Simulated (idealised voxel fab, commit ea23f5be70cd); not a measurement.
Process module heading - voxel transistor to metal
The cross-section on display is named cut; it measures 185 nm wide, and its cells are 5 nm squares.
Just so we're on the same page, the cross-sections are grids of square cells, and they're listed out in bands top to bottom, each band one or more rows deep.
Quick guide to a band line: top height, bottom height (nm) up front; then every material left to right with its width in nm. Only one material and it's marked "throughout"? Then it fills the band edge to edge. And "empty" just means empty space.
Heads up on the height convention: 0 is the point under which the incoming wafer is all one material, and the lowest band has no bottom, it just keeps going down, like "0 down".
A two-number width, for instance "30..40", indicates that the width is equal to the first number in the top row of the band and to the second number in the bottom row, and that it changes by a constant amount per row of cells.
Key: "nothing was modified" - step with no changed cell in the cross-section.
What "Closed cavities" gives you is every empty space of 8 cells or more that is cut off from the top. Each appears as width x height at distance, with the distance taken from the left edge and width, height and distance all in nm.
Past the settings on a step's line: simulator remark, on that step.
A step's line can hold "overlay nm"; with a mask on that step, the setting says how far right of the planned place the mask lay, while a negative setting says it lay to the left.
Heads up before you read on: it's before/after pairs around one process step each, after side only down to the lowest band that changed, step plus settings under the pair. Pairs can be from different runs of this module, same starting wafer, so only chain a pair onto the one above if its "Geometry before processing" entry says so.
### Geometry before processing
    90 to 60: lowk throughout
    60 to 55: SiCN throughout
    55 to 35: SiO2 45  W 15  SiO2 65  W 15  SiO2 45
    35 to 30: SiO2 45  TiN 15  SiO2 65  TiN 15  SiO2 45
    30 to 20: SiO2 45  TiN 5  Ru 5  TiN 5  SiO2 65  TiN 5  Ru 5  TiN 5  SiO2 45
    20 to 15: SiO2 45  TiN 5  Ru 5  TiN 5  SiO2 5  SiN 10  HfO2 5  TiN 5  W 15  TiN 5  HfO2 5  SiN 10  SiO2 5  TiN 5  Ru 5  TiN 5  SiO2 45
    15 to 10: SiO2 45  TiN 15  SiO2 5  SiN 10  HfO2 5  TiN 25  HfO2 5  SiN 10  SiO2 5  TiN 15  SiO2 45
    10 to 5: SiO2 30  SiGe 10  SiN 10  TiN 10  SiO2 10  HfO2 45  SiO2 10  TiN 10  SiN 10  SiGe 10  SiO2 30
    5 to 0: SiGe 40  SiO2 10  TiN 10  SiO2 65  TiN 10  SiO2 10  SiGe 40
    0 to -5: SiGe 40  Si 105  SiGe 40
    -5 down: Si throughout
    Closed cavities: none
### Cut View, Post-Step
    90 to 70: lowk 45  empty 15  lowk 65  empty 15  lowk 45
    Beneath the level 70, the cross-section is identical to its previous state.
    Closed cavities: none
Relating the two cross-sections above, the step in between is MASKED_ETCH (tone open; mask id METAL_2; width nm 15; pitch nm 80; etch materials lowk; depth nm 20; overlay nm 0)
Geometry before processing: the state before this step is the cross-section shown after the step in the pair just above.
### Cut View, Post-Step
    90 to 60: lowk 45  empty 15  lowk 65  empty 15  lowk 45
    Beneath the level 60, the cross-section is identical to its previous state.
    Closed cavities: none
Relating the two cross-sections above, the step in between is MASKED_ETCH (tone open; mask id METAL_2_HOLES; width nm 15; pitch nm 80; etch materials lowk; depth nm 10; overlay nm 0)
Geometry before processing: the state before this step is the cross-section shown after the step in the pair just above.
### Cut View, Post-Step
    90 to 60: lowk 45  empty 15  lowk 65  empty 15  lowk 45
    60 to 55: SiCN 45  empty 15  SiCN 65  empty 15  SiCN 45
    Beneath the level 55, the cross-section is identical to its previous state.
    Closed cavities: none
Relating the two cross-sections above, the step in between is MASKED_ETCH (tone open; mask id METAL_2_HOLES; width nm 15; pitch nm 80; etch materials SiCN; depth nm 5; overlay nm 0)
Geometry before processing: the state before this step is the cross-section shown after the step in the pair just above.
### Cut View, Post-Step
    95 to 90: TiN 50  empty 5  TiN 75  empty 5  TiN 50
    90 to 60: lowk 45  TiN 5  empty 5  TiN 5  lowk 65  TiN 5  empty 5  TiN 5  lowk 45
    60 to 55: SiCN 45  TiN 15  SiCN 65  TiN 15  SiCN 45
    Beneath the level 55, the cross-section is identical to its previous state.
    Closed cavities: none
Relating the two cross-sections above, the step in between is CONFORMAL_DEP (material TiN; thk nm 5)
Geometry before processing: the state before this step is the cross-section shown after the step in the pair just above.
### Cut View, Post-Step
    105 to 95: Cu throughout
    95 to 90: TiN 50  Cu 5  TiN 75  Cu 5  TiN 50
    90 to 60: lowk 45  TiN 5  Cu 5  TiN 5  lowk 65  TiN 5  Cu 5  TiN 5  lowk 45
    Beneath the level 60, the cross-section is identical to its previous state.
    Closed cavities: none
Relating the two cross-sections above, the step in between is FILL_DEP (material Cu; thk nm 10)
Geometry before processing: the state before this step is the cross-section shown after the step in the pair just above.
### Cut View, Post-Step
    90 to 60: lowk 45  TiN 5  Cu 5  TiN 5  lowk 65  TiN 5  Cu 5  TiN 5  lowk 45
    Beneath the level 60, the cross-section is identical to its previous state.
    Closed cavities: none
Relating the two cross-sections above, the step in between is CMP (height nm 90)
Geometry before processing: the state before this step is the cross-section shown after the step in the pair just above.
### Cut View, Post-Step
    95 to 90: SiN throughout
    Beneath the level 90, the cross-section is identical to its previous state.
    Closed cavities: none
Relating the two cross-sections above, the step in between is CONFORMAL_DEP (material SiN; thk nm 5)
### Geometry before processing
    90 to 70: lowk 45  empty 15  lowk 65  empty 15  lowk 45
    70 to 60: lowk throughout
    60 to 55: SiCN throughout
    55 to 35: SiO2 45  W 15  SiO2 65  W 15  SiO2 45
    35 to 30: SiO2 45  TiN 15  SiO2 65  TiN 15  SiO2 45
    30 to 20: SiO2 45  TiN 5  Ru 5  TiN 5  SiO2 65  TiN 5  Ru 5  TiN 5  SiO2 45
    20 to 10: SiO2 45  TiN 5  Ru 5  TiN 5  SiO2 5  SiN 10  HfO2 5  TiN 5  W 15  TiN 5  HfO2 5  SiN 10  SiO2 5  TiN 5  Ru 5  TiN 5  SiO2 45
    10 to 5: SiO2 45  TiN 15  SiO2 5  SiN 10  HfO2 5  TiN 5  W 15  TiN 5  HfO2 5  SiN 10  SiO2 5  TiN 15  SiO2 45
    5 to 0: SiO2 35  SiN 10  TiN 10  SiGe 10  SiN 10  HfO2 5  TiN 25  HfO2 5  SiN 10  SiGe 10  TiN 10  SiN 10  SiO2 35
    0 to -5: SiO2 45  SiGe 20  SiO2 5  HfO2 45  SiO2 5  SiGe 20  SiO2 45
    -5 to -10: SiO2 45  SiGe 20  Si 55  SiGe 20  SiO2 45
    -10 to -40: SiO2 45  Si 95  SiO2 45
    -40 down: Si throughout
    Closed cavities: none
### Cut View, Post-Step
    90 to 80: lowk 40  empty 25  lowk 55  empty 25  lowk 40
    80 to 60: lowk 45  empty 15  lowk 65  empty 15  lowk 45
    Beneath the level 60, the cross-section is identical to its previous state.
    Closed cavities: none
Relating the two cross-sections above, the step in between is MASKED_ETCH (tone open; mask id METAL_2_HOLES; width nm 25; pitch nm 80; etch materials lowk; depth nm 10; overlay nm 0)
Geometry before processing: the state before this step is the cross-section shown after the step in the pair just above.
### Cut View, Post-Step
    90 to 80: lowk 40  empty 25  lowk 55  empty 25  lowk 40
    80 to 60: lowk 45  empty 15  lowk 65  empty 15  lowk 45
    60 to 55: SiCN 45  empty 15  SiCN 65  empty 15  SiCN 45
    Beneath the level 55, the cross-section is identical to its previous state.
    Closed cavities: none
Relating the two cross-sections above, the step in between is MASKED_ETCH (tone open; mask id METAL_2_HOLES; width nm 15; pitch nm 80; etch materials SiCN; depth nm 5; overlay nm 0)
Geometry before processing: the state before this step is the cross-section shown after the step in the pair just above.
### Cut View, Post-Step
    95 to 90: TiN 45  empty 15  TiN 65  empty 15  TiN 45
    90 to 80: lowk 40  TiN 5..10  empty 15..5  TiN 5..10  lowk 55  TiN 5..10  empty 15..5  TiN 5..10  lowk 40
    80 to 60: lowk 45  TiN 5  empty 5  TiN 5  lowk 65  TiN 5  empty 5  TiN 5  lowk 45
    60 to 55: SiCN 45  TiN 15  SiCN 65  TiN 15  SiCN 45
    Beneath the level 55, the cross-section is identical to its previous state.
    Closed cavities: none
Relating the two cross-sections above, the step in between is CONFORMAL_DEP (material TiN; thk nm 5)
Geometry before processing: the state before this step is the cross-section shown after the step in the pair just above.
### Cut View, Post-Step
    105 to 95: Cu throughout
    95 to 90: TiN 45  Cu 15  TiN 65  Cu 15  TiN 45
    90 to 80: lowk 40  TiN 5..10  Cu 15..5  TiN 5..10  lowk 55  TiN 5..10  Cu 15..5  TiN 5..10  lowk 40
    80 to 60: lowk 45  TiN 5  Cu 5  TiN 5  lowk 65  TiN 5  Cu 5  TiN 5  lowk 45
    Beneath the level 60, the cross-section is identical to its previous state.
    Closed cavities: none
Relating the two cross-sections above, the step in between is FILL_DEP (material Cu; thk nm 10)
Geometry before processing: the state before this step is the cross-section shown after the step in the pair just above.
### Cut View, Post-Step
    90 to 80: lowk 40  TiN 5..10  Cu 15..5  TiN 5..10  lowk 55  TiN 5..10  Cu 15..5  TiN 5..10  lowk 40
    Beneath the level 80, the cross-section is identical to its previous state.
    Closed cavities: none
Relating the two cross-sections above, the step in between is CMP (height nm 90)
Geometry before processing: the state before this step is the cross-section shown after the step in the pair just above.
### Cut View, Post-Step
    95 to 90: SiN throughout
    Beneath the level 90, the cross-section is identical to its previous state.
    Closed cavities: none
Relating the two cross-sections above, the step in between is CONFORMAL_DEP (material SiN; thk nm 5)
### Geometry before processing
    45 to 30: aC throughout
    30 to 20: SiO2 throughout
    20 to 5: SiO2 65  SiN 10  HfO2 5  TiN 5  W 15  TiN 5  HfO2 5  SiN 10  SiO2 65
    5 to 0: SiO2 35  SiN 10  SiO2 10  SiGe 10  SiN 10  HfO2 5  TiN 25  HfO2 5  SiN 10  SiGe 10  SiO2 10  SiN 10  SiO2 35
    0 to -5: SiO2 45  SiGe 20  SiO2 5  HfO2 45  SiO2 5  SiGe 20  SiO2 45
    -5 to -10: SiO2 45  SiGe 20  Si 55  SiGe 20  SiO2 45
    -10 to -40: SiO2 45  Si 95  SiO2 45
    -40 down: Si throughout
    Closed cavities: none
### Cut View, Post-Step
    75 to 45: resist 50  empty 15  resist 65  empty 15  resist 40
    Beneath the level 45, the cross-section is identical to its previous state.
    Closed cavities: none
Relating the two cross-sections above, the step in between is PATTERN (tone open; mask id CONTACT; material resist; width nm 15; pitch nm 80; thk nm 30; overlay nm 5)
Geometry before processing: the state before this step is the cross-section shown after the step in the pair just above.
### Cut View, Post-Step
    60 to 45: resist 50  empty 15  resist 65  empty 15  resist 40
    45 to 30: aC 50  empty 15  aC 65  empty 15  aC 40
    Beneath the level 30, the cross-section is identical to its previous state.
    Closed cavities: none
Relating the two cross-sections above, the step in between is DIRECTIONAL_ETCH (etch materials aC; depth nm 15)
Geometry before processing: the state before this step is the cross-section shown after the step in the pair just above.
### Cut View, Post-Step
    45 to 30: aC 50  empty 15  aC 65  empty 15  aC 40
    Beneath the level 30, the cross-section is identical to its previous state.
    Closed cavities: none
Relating the two cross-sections above, the step in between is STRIP (etch materials resist)
Geometry before processing: the state before this step is the cross-section shown after the step in the pair just above.
### Cut View, Post-Step
    45 to 30: aC 50  empty 15  aC 65  empty 15  aC 40
    30 to 20: SiO2 50  empty 15  SiO2 65  empty 15  SiO2 40
    20 to 5: SiO2 50  empty 15  SiN 10  HfO2 5  TiN 5  W 15  TiN 5  HfO2 5  SiN 10  SiO2 10  empty 15  SiO2 40
    5 to 0: SiO2 35  SiN 10  SiO2 5  empty 5  SiGe 10  SiN 10  HfO2 5  TiN 25  HfO2 5  SiN 10  SiGe 10  empty 10  SiN 10  SiO2 35
    Beneath the level 0, the cross-section is identical to its previous state.
    Closed cavities: none
Relating the two cross-sections above, the step in between is DIRECTIONAL_ETCH (etch materials SiO2; depth nm 30)
Geometry before processing: the state before this step is the cross-section shown after the step in the pair just above.
### Cut View, Post-Step
    30 to 20: SiO2 50  empty 15  SiO2 65  empty 15  SiO2 40
    Beneath the level 20, the cross-section is identical to its previous state.
    Closed cavities: none
Relating the two cross-sections above, the step in between is STRIP (etch materials aC)
Geometry before processing: the state before this step is the cross-section shown after the step in the pair just above.
### Cut View, Post-Step
    35 to 30: TiN 55  empty 5  TiN 75  empty 5  TiN 45
    30 to 20: SiO2 50  TiN 5  empty 5  TiN 5  SiO2 65  TiN 5  empty 5  TiN 5  SiO2 40
    20 to 10: SiO2 50  TiN 5  empty 5  TiN 5  SiN 10  HfO2 5  TiN 5  W 15  TiN 5  HfO2 5  SiN 10  SiO2 10  TiN 5  empty 5  TiN 5  SiO2 40
    10 to 5: SiO2 50  TiN 15  SiN 10  HfO2 5  TiN 5  W 15  TiN 5  HfO2 5  SiN 10  SiO2 10  TiN 15  SiO2 40
    5 to 0: SiO2 35  SiN 10  SiO2 5  TiN 5  SiGe 10  SiN 10  HfO2 5  TiN 25  HfO2 5  SiN 10  SiGe 10  TiN 10  SiN 10  SiO2 35
    Beneath the level 0, the cross-section is identical to its previous state.
    Closed cavities: none
Relating the two cross-sections above, the step in between is CONFORMAL_DEP (material TiN; thk nm 5)
Geometry before processing: the state before this step is the cross-section shown after the step in the pair just above.
### Cut View, Post-Step
    40 to 35: Ru throughout
    35 to 30: TiN 55  Ru 5  TiN 75  Ru 5  TiN 45
    30 to 20: SiO2 50  TiN 5  Ru 5  TiN 5  SiO2 65  TiN 5  Ru 5  TiN 5  SiO2 40
    20 to 10: SiO2 50  TiN 5  Ru 5  TiN 5  SiN 10  HfO2 5  TiN 5  W 15  TiN 5  HfO2 5  SiN 10  SiO2 10  TiN 5  Ru 5  TiN 5  SiO2 40
    Beneath the level 10, the cross-section is identical to its previous state.
    Closed cavities: none
Relating the two cross-sections above, the step in between is FILL_DEP (material Ru; thk nm 5)
Geometry before processing: the state before this step is the cross-section shown after the step in the pair just above.
### Cut View, Post-Step
    30 to 20: SiO2 50  TiN 5  Ru 5  TiN 5  SiO2 65  TiN 5  Ru 5  TiN 5  SiO2 40
    Beneath the level 20, the cross-section is identical to its previous state.
    Closed cavities: none
Relating the two cross-sections above, the step in between is CMP (height nm 30)
Geometry before processing: the state before this step is the cross-section shown after the step in the pair just above.
### Cut View, Post-Step
    35 to 30: TiN throughout
    Beneath the level 30, the cross-section is identical to its previous state.
    Closed cavities: none
Relating the two cross-sections above, the step in between is DIRECTIONAL_DEP (material TiN; thk nm 5)
Geometry before processing: the state before this step is the cross-section shown after the step in the pair just above.
### Cut View, Post-Step
    55 to 35: W throughout
    Beneath the level 35, the cross-section is identical to its previous state.
    Closed cavities: none
Relating the two cross-sections above, the step in between is DIRECTIONAL_DEP (material W; thk nm 20)
Geometry before processing: the state before this step is the cross-section shown after the step in the pair just above.
### Cut View, Post-Step
    70 to 55: empty 45  resist 15  empty 65  resist 15  empty 45
    Beneath the level 55, the cross-section is identical to its previous state.
    Closed cavities: none
Relating the two cross-sections above, the step in between is PATTERN (tone cover; mask id METAL_1; material resist; width nm 15; pitch nm 80; thk nm 15; overlay nm 0)
Geometry before processing: the state before this step is the cross-section shown after the step in the pair just above.
### Cut View, Post-Step
    70 to 55: empty 45  resist 15  empty 65  resist 15  empty 45
    55 to 35: empty 45  W 15  empty 65  W 15  empty 45
    Beneath the level 35, the cross-section is identical to its previous state.
    Closed cavities: none
Relating the two cross-sections above, the step in between is DIRECTIONAL_ETCH (etch materials W; depth nm 20)
Geometry before processing: the state before this step is the cross-section shown after the step in the pair just above.
### Cut View, Post-Step
    70 to 55: empty 45  resist 15  empty 65  resist 15  empty 45
    55 to 35: empty 45  W 15  empty 65  W 15  empty 45
    35 to 30: empty 45  TiN 15  empty 65  TiN 15  empty 45
    Beneath the level 30, the cross-section is identical to its previous state.
    Closed cavities: none
Relating the two cross-sections above, the step in between is DIRECTIONAL_ETCH (etch materials TiN; depth nm 5)
Geometry before processing: the state before this step is the cross-section shown after the step in the pair just above.
### Cut View, Post-Step
    55 to 35: empty 45  W 15  empty 65  W 15  empty 45
    Beneath the level 35, the cross-section is identical to its previous state.
    Closed cavities: none
Relating the two cross-sections above, the step in between is STRIP (etch materials resist)
Geometry before processing: the state before this step is the cross-section shown after the step in the pair just above.
### Cut View, Post-Step
    65 to 55: SiO2 throughout
    55 to 35: SiO2 45  W 15  SiO2 65  W 15  SiO2 45
    35 to 30: SiO2 45  TiN 15  SiO2 65  TiN 15  SiO2 45
    Beneath the level 30, the cross-section is identical to its previous state.
    Closed cavities: none
Relating the two cross-sections above, the step in between is FILL_DEP (material SiO2; thk nm 10)
Geometry before processing: the state before this step is the cross-section shown after the step in the pair just above.
### Cut View, Post-Step
    55 to 35: SiO2 45  W 15  SiO2 65  W 15  SiO2 45
    Beneath the level 35, the cross-section is identical to its previous state.
    Closed cavities: none
Relating the two cross-sections above, the step in between is CMP (height nm 55)
Geometry before processing: the state before this step is the cross-section shown after the step in the pair just above.
### Cut View, Post-Step
    60 to 55: SiCN throughout
    Beneath the level 55, the cross-section is identical to its previous state.
    Closed cavities: none
Relating the two cross-sections above, the step in between is CONFORMAL_DEP (material SiCN; thk nm 5)
Geometry before processing: the state before this step is the cross-section shown after the step in the pair just above.
### Cut View, Post-Step
    90 to 60: lowk throughout
    Beneath the level 60, the cross-section is identical to its previous state.
    Closed cavities: none
Relating the two cross-sections above, the step in between is DIRECTIONAL_DEP (material lowk; thk nm 30)
Geometry before processing: the state before this step is the cross-section shown after the step in the pair just above.
### Cut View, Post-Step
    90 to 70: lowk 45  empty 15  lowk 65  empty 15  lowk 45
    Beneath the level 70, the cross-section is identical to its previous state.
    Closed cavities: none
Relating the two cross-sections above, the step in between is MASKED_ETCH (tone open; mask id METAL_2; width nm 15; pitch nm 80; etch materials lowk; depth nm 20; overlay nm 0)
Geometry before processing: the state before this step is the cross-section shown after the step in the pair just above.
### Cut View, Post-Step
    90 to 60: lowk 45  empty 15  lowk 65  empty 15  lowk 45
    Beneath the level 60, the cross-section is identical to its previous state.
    Closed cavities: none
Relating the two cross-sections above, the step in between is MASKED_ETCH (tone open; mask id METAL_2_HOLES; width nm 15; pitch nm 80; etch materials lowk; depth nm 10; overlay nm 0)
Geometry before processing: the state before this step is the cross-section shown after the step in the pair just above.
### Cut View, Post-Step
    90 to 60: lowk 45  empty 15  lowk 65  empty 15  lowk 45
    60 to 55: SiCN 45  empty 15  SiCN 65  empty 15  SiCN 45
    Beneath the level 55, the cross-section is identical to its previous state.
    Closed cavities: none
Relating the two cross-sections above, the step in between is MASKED_ETCH (tone open; mask id METAL_2_HOLES; width nm 15; pitch nm 80; etch materials SiCN; depth nm 5; overlay nm 0)
Geometry before processing: the state before this step is the cross-section shown after the step in the pair just above.
### Cut View, Post-Step
    95 to 90: TiN 50  empty 5  TiN 75  empty 5  TiN 50
    90 to 60: lowk 45  TiN 5  empty 5  TiN 5  lowk 65  TiN 5  empty 5  TiN 5  lowk 45
    60 to 55: SiCN 45  TiN 15  SiCN 65  TiN 15  SiCN 45
    Beneath the level 55, the cross-section is identical to its previous state.
    Closed cavities: none
Relating the two cross-sections above, the step in between is CONFORMAL_DEP (material TiN; thk nm 5)
Geometry before processing: the state before this step is the cross-section shown after the step in the pair just above.
### Cut View, Post-Step
    105 to 95: Cu throughout
    95 to 90: TiN 50  Cu 5  TiN 75  Cu 5  TiN 50
    90 to 60: lowk 45  TiN 5  Cu 5  TiN 5  lowk 65  TiN 5  Cu 5  TiN 5  lowk 45
    Beneath the level 60, the cross-section is identical to its previous state.
    Closed cavities: none
Relating the two cross-sections above, the step in between is FILL_DEP (material Cu; thk nm 10)
Geometry before processing: the state before this step is the cross-section shown after the step in the pair just above.
### Cut View, Post-Step
    90 to 60: lowk 45  TiN 5  Cu 5  TiN 5  lowk 65  TiN 5  Cu 5  TiN 5  lowk 45
    Beneath the level 60, the cross-section is identical to its previous state.
    Closed cavities: none
Relating the two cross-sections above, the step in between is CMP (height nm 90)
Geometry before processing: the state before this step is the cross-section shown after the step in the pair just above.
### Cut View, Post-Step
    95 to 90: SiN throughout
    Beneath the level 90, the cross-section is identical to its previous state.
    Closed cavities: none
Relating the two cross-sections above, the step in between is CONFORMAL_DEP (material SiN; thk nm 5)
### Geometry before processing
    35 to 30: TiN 50  empty 5  TiN 75  empty 5  TiN 50
    30 to 20: SiO2 45  TiN 5  empty 5  TiN 5  SiO2 65  TiN 5  empty 5  TiN 5  SiO2 45
    20 to 10: SiO2 45  TiN 5  empty 5  TiN 5  SiO2 5  SiN 10  HfO2 5  TiN 5  W 15  TiN 5  HfO2 5  SiN 10  SiO2 5  TiN 5  empty 5  TiN 5  SiO2 45
    10 to 5: SiO2 45  TiN 15  SiO2 5  SiN 10  HfO2 5  TiN 5  W 15  TiN 5  HfO2 5  SiN 10  SiO2 5  TiN 15  SiO2 45
    5 to 0: SiO2 35  SiN 10  TiN 10  SiGe 10  SiN 10  HfO2 5  TiN 25  HfO2 5  SiN 10  SiGe 10  TiN 10  SiN 10  SiO2 35
    0 to -5: SiO2 45  SiGe 20  SiO2 5  HfO2 45  SiO2 5  SiGe 20  SiO2 45
    -5 to -10: SiO2 45  SiGe 20  Si 55  SiGe 20  SiO2 45
    -10 to -40: SiO2 45  Si 95  SiO2 45
    -40 down: Si throughout
    Closed cavities: none
### Cut View, Post-Step
    40 to 35: HfO2 throughout
    35 to 30: TiN 50  HfO2 5  TiN 75  HfO2 5  TiN 50
    30 to 20: SiO2 45  TiN 5  HfO2 5  TiN 5  SiO2 65  TiN 5  HfO2 5  TiN 5  SiO2 45
    20 to 10: SiO2 45  TiN 5  HfO2 5  TiN 5  SiO2 5  SiN 10  HfO2 5  TiN 5  W 15  TiN 5  HfO2 5  SiN 10  SiO2 5  TiN 5  HfO2 5  TiN 5  SiO2 45
    Beneath the level 10, the cross-section is identical to its previous state.
    Closed cavities: none
Relating the two cross-sections above, the step in between is FILL_DEP (material HfO2; thk nm 5)
Geometry before processing: the state before this step is the cross-section shown after the step in the pair just above.
### Cut View, Post-Step
    30 to 20: SiO2 45  TiN 5  HfO2 5  TiN 5  SiO2 65  TiN 5  HfO2 5  TiN 5  SiO2 45
    Beneath the level 20, the cross-section is identical to its previous state.
    Closed cavities: none
Relating the two cross-sections above, the step in between is CMP (height nm 30)
Geometry before processing: the state before this step is the cross-section shown after the step in the pair just above.
### Cut View, Post-Step
    35 to 30: TiN throughout
    Beneath the level 30, the cross-section is identical to its previous state.
    Closed cavities: none
Relating the two cross-sections above, the step in between is DIRECTIONAL_DEP (material TiN; thk nm 5)
Geometry before processing: the state before this step is the cross-section shown after the step in the pair just above.
### Cut View, Post-Step
    55 to 35: W throughout
    Beneath the level 35, the cross-section is identical to its previous state.
    Closed cavities: none
Relating the two cross-sections above, the step in between is DIRECTIONAL_DEP (material W; thk nm 20)
Geometry before processing: the state before this step is the cross-section shown after the step in the pair just above.
### Cut View, Post-Step
    70 to 55: empty 45  resist 15  empty 65  resist 15  empty 45
    Beneath the level 55, the cross-section is identical to its previous state.
    Closed cavities: none
Relating the two cross-sections above, the step in between is PATTERN (tone cover; mask id METAL_1; material resist; width nm 15; pitch nm 80; thk nm 15; overlay nm 0)
Geometry before processing: the state before this step is the cross-section shown after the step in the pair just above.
### Cut View, Post-Step
    70 to 55: empty 45  resist 15  empty 65  resist 15  empty 45
    55 to 35: empty 45  W 15  empty 65  W 15  empty 45
    Beneath the level 35, the cross-section is identical to its previous state.
    Closed cavities: none
Relating the two cross-sections above, the step in between is DIRECTIONAL_ETCH (etch materials W; depth nm 20)
Geometry before processing: the state before this step is the cross-section shown after the step in the pair just above.
### Cut View, Post-Step
    70 to 55: empty 45  resist 15  empty 65  resist 15  empty 45
    55 to 35: empty 45  W 15  empty 65  W 15  empty 45
    35 to 30: empty 45  TiN 15  empty 65  TiN 15  empty 45
    Beneath the level 30, the cross-section is identical to its previous state.
    Closed cavities: none
Relating the two cross-sections above, the step in between is DIRECTIONAL_ETCH (etch materials TiN; depth nm 5)
Geometry before processing: the state before this step is the cross-section shown after the step in the pair just above.
### Cut View, Post-Step
    55 to 35: empty 45  W 15  empty 65  W 15  empty 45
    Beneath the level 35, the cross-section is identical to its previous state.
    Closed cavities: none
Relating the two cross-sections above, the step in between is STRIP (etch materials resist)
Geometry before processing: the state before this step is the cross-section shown after the step in the pair just above.
### Cut View, Post-Step
    65 to 55: SiO2 throughout
    55 to 35: SiO2 45  W 15  SiO2 65  W 15  SiO2 45
    35 to 30: SiO2 45  TiN 15  SiO2 65  TiN 15  SiO2 45
    Beneath the level 30, the cross-section is identical to its previous state.
    Closed cavities: none
Relating the two cross-sections above, the step in between is FILL_DEP (material SiO2; thk nm 10)
Geometry before processing: the state before this step is the cross-section shown after the step in the pair just above.
### Cut View, Post-Step
    55 to 35: SiO2 45  W 15  SiO2 65  W 15  SiO2 45
    Beneath the level 35, the cross-section is identical to its previous state.
    Closed cavities: none
Relating the two cross-sections above, the step in between is CMP (height nm 55)
Geometry before processing: the state before this step is the cross-section shown after the step in the pair just above.
### Cut View, Post-Step
    60 to 55: SiCN throughout
    Beneath the level 55, the cross-section is identical to its previous state.
    Closed cavities: none
Relating the two cross-sections above, the step in between is CONFORMAL_DEP (material SiCN; thk nm 5)
Geometry before processing: the state before this step is the cross-section shown after the step in the pair just above.
### Cut View, Post-Step
    90 to 60: lowk throughout
    Beneath the level 60, the cross-section is identical to its previous state.
    Closed cavities: none
Relating the two cross-sections above, the step in between is DIRECTIONAL_DEP (material lowk; thk nm 30)
Geometry before processing: the state before this step is the cross-section shown after the step in the pair just above.
### Cut View, Post-Step
    90 to 70: lowk 45  empty 15  lowk 65  empty 15  lowk 45
    Beneath the level 70, the cross-section is identical to its previous state.
    Closed cavities: none
Relating the two cross-sections above, the step in between is MASKED_ETCH (tone open; mask id METAL_2; width nm 15; pitch nm 80; etch materials lowk; depth nm 20; overlay nm 0)
Geometry before processing: the state before this step is the cross-section shown after the step in the pair just above.
### Cut View, Post-Step
    90 to 60: lowk 45  empty 15  lowk 65  empty 15  lowk 45
    Beneath the level 60, the cross-section is identical to its previous state.
    Closed cavities: none
Relating the two cross-sections above, the step in between is MASKED_ETCH (tone open; mask id METAL_2_HOLES; width nm 15; pitch nm 80; etch materials lowk; depth nm 10; overlay nm 0)
Geometry before processing: the state before this step is the cross-section shown after the step in the pair just above.
### Cut View, Post-Step
    90 to 60: lowk 45  empty 15  lowk 65  empty 15  lowk 45
    60 to 55: SiCN 45  empty 15  SiCN 65  empty 15  SiCN 45
    Beneath the level 55, the cross-section is identical to its previous state.
    Closed cavities: none
Relating the two cross-sections above, the step in between is MASKED_ETCH (tone open; mask id METAL_2_HOLES; width nm 15; pitch nm 80; etch materials SiCN; depth nm 5; overlay nm 0)
Geometry before processing: the state before this step is the cross-section shown after the step in the pair just above.
### Cut View, Post-Step
    95 to 90: TiN 50  empty 5  TiN 75  empty 5  TiN 50
    90 to 60: lowk 45  TiN 5  empty 5  TiN 5  lowk 65  TiN 5  empty 5  TiN 5  lowk 45
    60 to 55: SiCN 45  TiN 15  SiCN 65  TiN 15  SiCN 45
    Beneath the level 55, the cross-section is identical to its previous state.
    Closed cavities: none
Relating the two cross-sections above, the step in between is CONFORMAL_DEP (material TiN; thk nm 5)
Geometry before processing: the state before this step is the cross-section shown after the step in the pair just above.
### Cut View, Post-Step
    105 to 95: Cu throughout
    95 to 90: TiN 50  Cu 5  TiN 75  Cu 5  TiN 50
    90 to 60: lowk 45  TiN 5  Cu 5  TiN 5  lowk 65  TiN 5  Cu 5  TiN 5  lowk 45
    Beneath the level 60, the cross-section is identical to its previous state.
    Closed cavities: none
Relating the two cross-sections above, the step in between is FILL_DEP (material Cu; thk nm 10)
Geometry before processing: the state before this step is the cross-section shown after the step in the pair just above.
### Cut View, Post-Step
    90 to 60: lowk 45  TiN 5  Cu 5  TiN 5  lowk 65  TiN 5  Cu 5  TiN 5  lowk 45
    Beneath the level 60, the cross-section is identical to its previous state.
    Closed cavities: none
Relating the two cross-sections above, the step in between is CMP (height nm 90)
Geometry before processing: the state before this step is the cross-section shown after the step in the pair just above.
### Cut View, Post-Step
    95 to 90: SiN throughout
    Beneath the level 90, the cross-section is identical to its previous state.
    Closed cavities: none
Relating the two cross-sections above, the step in between is CONFORMAL_DEP (material SiN; thk nm 5)
### Geometry before processing
    90 to 60: lowk throughout
    60 to 55: SiCN throughout
    55 to 35: SiO2 45  W 15  SiO2 65  W 15  SiO2 45
    35 to 30: SiO2 45  TiN 15  SiO2 65  TiN 15  SiO2 45
    30 to 20: SiO2 45  TiN 5  Ru 5  TiN 5  SiO2 65  TiN 5  Ru 5  TiN 5  SiO2 45
    20 to 10: SiO2 45  TiN 5  Ru 5  TiN 5  SiO2 5  SiN 10  HfO2 5  TiN 5  W 15  TiN 5  HfO2 5  SiN 10  SiO2 5  TiN 5  Ru 5  TiN 5  SiO2 45
    10 to 5: SiO2 45  TiN 15  SiO2 5  SiN 10  HfO2 5  TiN 5  W 15  TiN 5  HfO2 5  SiN 10  SiO2 5  TiN 15  SiO2 45
    5 to 0: SiO2 35  SiN 10  TiN 10  SiGe 10  SiN 10  HfO2 5  TiN 25  HfO2 5  SiN 10  SiGe 10  TiN 10  SiN 10  SiO2 35
    0 to -5: SiO2 45  SiGe 20  SiO2 5  HfO2 45  SiO2 5  SiGe 20  SiO2 45
    -5 to -10: SiO2 45  SiGe 20  Si 55  SiGe 20  SiO2 45
    -10 to -40: SiO2 45  Si 95  SiO2 45
    -40 down: Si throughout
    Closed cavities: none
### Cut View, Post-Step
    90 to 70: empty 45  lowk 15  empty 65  lowk 15  empty 45
    Beneath the level 70, the cross-section is identical to its previous state.
    Closed cavities: none
Relating the two cross-sections above, the step in between is MASKED_ETCH (tone cover; mask id METAL_2; width nm 15; pitch nm 80; etch materials lowk; depth nm 20; overlay nm 0)
Geometry before processing: the state before this step is the cross-section shown after the step in the pair just above.
### Cut View, Post-Step
    80 to 70: empty 45  lowk 15  empty 65  lowk 15  empty 45
    Beneath the level 70, the cross-section is identical to its previous state.
    Closed cavities: none
Relating the two cross-sections above, the step in between is MASKED_ETCH (tone open; mask id METAL_2_HOLES; width nm 15; pitch nm 80; etch materials lowk; depth nm 10; overlay nm 0)
